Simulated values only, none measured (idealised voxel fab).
process module | voxel capacitor over wiring
cross-section cut | 200 nm wide | cells 5 nm
A cross-section is a grid of square cells, given in bands from the top down. A band is one or more rows of cells.
Each band's line starts with the height of the band's top and of its bottom, in nm. Then come its materials from left to right, each with its width in nm. One material with "throughout" fills the band from edge to edge. "air" is empty space.
Height 0 is the level under which the wafer as received is all one material. The lowest band goes on downwards, as in "0 down".
A width such as "30 to 40" changes by the same amount from each row of cells to the next, from the band's top row to its bottom row.
"no change" after a step means that no cell of the cross-section changed.
closed voids: empty space of 8 cells or more with no open way to the top, each as width x height at its distance from the left edge, in nm
after a step's settings: what the simulator itself notes on the step
overlay nm, on a step with a mask: how far to the right of its planned place the mask lay; to the left if negative
plan
1 op RECEIVE | material Si
2 op CONFORMAL_DEP | material SiO2 | thk nm 10
3 op CONFORMAL_DEP | material SiCN | thk nm 5
4 op DIRECTIONAL_DEP | material SiO2 | thk nm 15
5 op MASKED_ETCH | tone open | mask id METAL_1 | width nm 20 | pitch nm 70 | etch materials SiO2 | depth nm 15 | overlay nm 0
6 op MASKED_ETCH | tone open | mask id METAL_1 | width nm 20 | pitch nm 70 | etch materials SiCN | depth nm 5 | overlay nm 0
7 op CONFORMAL_DEP | material TiN | thk nm 5
8 op FILL_DEP | material W | thk nm 10
9 op CMP | height nm 30
10 op CONFORMAL_DEP | material SiCN | thk nm 5
11 op DIRECTIONAL_DEP | material lowk | thk nm 20
12 op PATTERN | tone open | mask id PLUG_1 | material resist | width nm 15 | thk nm 20 | overlay nm 0
13 op DIRECTIONAL_ETCH | etch materials lowk | depth nm 20
14 op DIRECTIONAL_ETCH | etch materials SiCN | depth nm 5
15 op STRIP | etch materials resist
16 op CONFORMAL_DEP | material TiN | thk nm 5
17 op FILL_DEP | material Cu | thk nm 10
18 op CMP | height nm 55
19 op DIRECTIONAL_DEP | material TiN | thk nm 5
20 op DIRECTIONAL_DEP | material Al2O3 | thk nm 5
21 op DIRECTIONAL_DEP | material TiN | thk nm 10
22 op MASKED_ETCH | tone cover | mask id UPPER_PLATE | width nm 55 | etch materials TiN | depth nm 10 | overlay nm 0
23 op MASKED_ETCH | tone cover | mask id UPPER_PLATE | width nm 55 | etch materials Al2O3 | depth nm 5 | overlay nm 0
24 op MASKED_ETCH | tone cover | mask id LOWER_PLATE | width nm 65 | etch materials TiN | depth nm 5 | overlay nm 0
25 op FILL_DEP | material SiO2 | thk nm 15
26 op CMP | height nm 85
27 op MASKED_ETCH | tone open | mask id PLUG_2 | width nm 15 | etch materials SiO2 | depth nm 10 | overlay nm 0
28 op CONFORMAL_DEP | material TiN | thk nm 5
29 op FILL_DEP | material Cu | thk nm 10
30 op CMP | height nm 85
31 op CONFORMAL_DEP | material SiN | thk nm 5
varied across the wafers: thk nm of step 16. The plan shows the first wafer's value. All wafers start alike
first wafer as received, after step 1
  0 down: Si throughout
  closed voids: none
first wafer at the end, after step 31
  90 to 85: SiN throughout
  85 to 80: SiO2 70 | TiN 5 | Cu 5 | TiN 5 | SiO2 115
  80 to 75: SiO2 70 | TiN 15 | SiO2 115
  75 to 65: SiO2 60 | TiN 55 | SiO2 85
  65 to 60: SiO2 60 | Al2O3 55 | SiO2 85
  60 to 55: SiO2 55 | TiN 65 | SiO2 80
  55 to 35: lowk 60 | TiN 5 | Cu 5 | TiN 5 | lowk 125
  35 to 30: SiCN 60 | TiN 15 | SiCN 125
  30 to 15: SiO2 55 | TiN 5 | W 10 | TiN 5 | SiO2 50 | TiN 5 | W 10 | TiN 5 | SiO2 55
  15 to 10: SiCN 55 | TiN 20 | SiCN 50 | TiN 20 | SiCN 55
  10 to 0: SiO2 throughout
  0 down: Si throughout
  closed voids: none
last wafer at the end
  90 to 85: SiN throughout
  85 to 80: SiO2 70 | TiN 5 | Cu 5 | TiN 5 | SiO2 115
  80 to 75: SiO2 70 | TiN 15 | SiO2 115
  75 to 65: SiO2 60 | TiN 55 | SiO2 85
  65 to 60: SiO2 60 | Al2O3 55 | SiO2 85
  60 to 55: SiO2 55 | TiN 65 | SiO2 80
  55 to 35: lowk 60 | TiN 15 | lowk 125
  35 to 30: SiCN 60 | TiN 15 | SiCN 125
  30 to 15: SiO2 55 | TiN 5 | W 10 | TiN 5 | SiO2 50 | TiN 5 | W 10 | TiN 5 | SiO2 55
  15 to 10: SiCN 55 | TiN 20 | SiCN 50 | TiN 20 | SiCN 55
  10 to 0: SiO2 throughout
  0 down: Si throughout
  closed voids: none
each wafer at the end: cells of each material gained (+) or lost (-) since it was received, then its closed voids
thk nm 5 | +11 Al2O3 | +5 Cu | +69 SiCN | +40 SiN | +364 SiO2 | +71 TiN | +12 W | +148 lowk | closed voids: none
thk nm 10 | +11 Al2O3 | +1 Cu | +69 SiCN | +40 SiN | +364 SiO2 | +75 TiN | +12 W | +148 lowk | closed voids: none
thk nm 15 | +11 Al2O3 | +1 Cu | +69 SiCN | +40 SiN | +364 SiO2 | +75 TiN | +12 W | +148 lowk | closed voids: none
thk nm 20 | +11 Al2O3 | +1 Cu | +69 SiCN | +40 SiN | +364 SiO2 | +75 TiN | +12 W | +148 lowk | closed voids: none
